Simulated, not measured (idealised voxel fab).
process module | voxel air gaps
cross-section cut | 240 nm wide | cells 5 nm
A cross-section is a grid of square cells, given in bands from the top down. A band is one or more rows of cells.
Each band's line starts with the height of the band's top and of its bottom, in nm. Then come its materials from left to right, each with its width in nm. One material with "throughout" fills the band from edge to edge. "air" is empty space.
Height 0 is the level under which the wafer as received is all one material. The lowest band goes on downwards, as in "0 down".
A width such as "30 to 40" changes by the same amount from each row of cells to the next, from the band's top row to its bottom row.
"no change" after a step means that no cell of the cross-section changed.
closed voids: empty space of 8 cells or more with no open way to the top, each as width x height at its distance from the left edge, in nm
after a step's settings: what the simulator itself notes on the step
overlay nm, on a step with a mask: how far to the right of its planned place the mask lay; to the left if negative
plan
1 op RECEIVE | material Si
2 op CONFORMAL_DEP | material SiO2 | thk nm 15
3 op CONFORMAL_DEP | material SiCN | thk nm 5
4 op DIRECTIONAL_DEP | material lowk | thk nm 30
5 op PATTERN | tone open | mask id LINES | material resist | width nm 15 | pitch nm 45 | thk nm 20 | overlay nm 0
6 op DIRECTIONAL_ETCH | etch materials lowk | depth nm 30
7 op STRIP | etch materials resist
8 op CONFORMAL_DEP | material TiN | thk nm 5
9 op FILL_DEP | material Cu | thk nm 10
10 op CMP | height nm 50
11 op EPI | material Ru | thk nm 10
12 op SELECTIVE_ETCH | etch materials lowk | depth nm 40
13 op CONFORMAL_DEP | material SiCN | thk nm 5
as received, after step 1
  0 down: Si throughout
  closed voids: none
a wafer at the end: this start, this plan, one mistake
  65 to 60: SiCN throughout
  60 to 50: Ru throughout
  50 to 45: TiN 70 | Cu 5 | TiN 40 | Cu 5 | TiN 40 | Cu 5 | TiN 75
  45 to 20: lowk 65 | TiN 5 | Cu 5 | TiN 5 | lowk 30 | TiN 5 | Cu 5 | TiN 5 | lowk 30 | TiN 5 | Cu 5 | TiN 5 | lowk 70
  20 to 15: lowk 65 | TiN 15 | lowk 30 | TiN 15 | lowk 30 | TiN 15 | lowk 70
  15 to 10: SiCN throughout
  10 to 0: SiO2 throughout
  0 down: Si throughout
  closed voids: none
what went wrong: step 2 ran as: op CONFORMAL_DEP | material SiO2 | thk nm 10
